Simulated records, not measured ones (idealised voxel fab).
The document below concerns the process module designated voxel self aligned contacts.
Square cell edge 5 nm, section width 220 nm, ID cut.
Cross-section, as written here: a square-cell grid given band by band from the top down, where a band holds one or more rows of cells.
Band: top height; bottom height; in nm. Then, left to right: material with width in nm, for each material. "edge to edge": a single material spanning edge to edge. "air": empty space.
Convention: height 0 is the level below which the wafer, as received, is all one material. The lowest band does not terminate at the bottom but continues downward, represented as "z 0 and below".
A two-number width, for instance "30 to 40", indicates that the width is equal to the first number in the top row of the band and to the second number in the bottom row, and that it changes by a constant amount per row of cells.
"nothing was modified" after a step means that no cell of the cross-section changed.
Each empty space that has no open way to the top and spans at least 8 cells appears under "Trapped cavities" as width x height at distance, the distance counted from the left edge, all in nm.
Past the settings on a step's line: simulator remark, on that step.
"overlay nm" denotes, for a step that has a mask, the displacement of the mask to the right of its planned place, with negative values corresponding to the left.

## This section lists the process steps that were planned
step 1: RECEIVE | material Si
step 2: OXIDIZE | depth nm 5
step 3: DIRECTIONAL_DEP | material polySi | thk nm 30
step 4: DIRECTIONAL_DEP | material SiN | thk nm 20
step 5: PATTERN | tone cover | mask id GATE | material resist | width nm 35 | pitch nm 65 | thk nm 15 | overlay nm 0
step 6: DIRECTIONAL_ETCH | etch materials SiN | depth nm 20
step 7: DIRECTIONAL_ETCH | etch materials polySi | depth nm 30
step 8: STRIP | etch materials resist
step 9: CONFORMAL_DEP | material SiN | thk nm 5
step 10: DIRECTIONAL_ETCH | etch materials SiN | depth nm 5
step 11: FILL_DEP | material SiO2 | thk nm 15
step 12: CMP | height nm 55
step 13: PATTERN | tone open | mask id CONTACT | material resist | width nm 50 | pitch nm 65 | thk nm 15 | overlay nm 0
step 14: DIRECTIONAL_ETCH | etch materials SiO2 | depth nm 60
step 15: STRIP | etch materials resist
step 16: CONFORMAL_DEP | material TiN | thk nm 5
step 17: FILL_DEP | material Ru | thk nm 10
step 18: CMP | height nm 55
step 19: CONFORMAL_DEP | material SiN | thk nm 5
What sets these wafers apart? The depth nm at step 10. They all start alike, and the plan carries the first wafer's value.

## Step 1 complete: as-received cross-section of the first of several wafers
z 0 and below | Si edge to edge
Trapped cavities: none

## each wafer at the end: cells of each material gained (+) or lost (-) since it was received, then its closed voids
depth nm 5 | +44 Ru | -44 Si | +188 SiN | +150 SiO2 | +64 TiN | +126 polySi | Trapped cavities: none
depth nm 10 | +56 Ru | -44 Si | +161 SiN | +165 SiO2 | +64 TiN | +126 polySi | Trapped cavities: none
depth nm 15 | +68 Ru | -44 Si | +134 SiN | +180 SiO2 | +64 TiN | +126 polySi | Trapped cavities: none
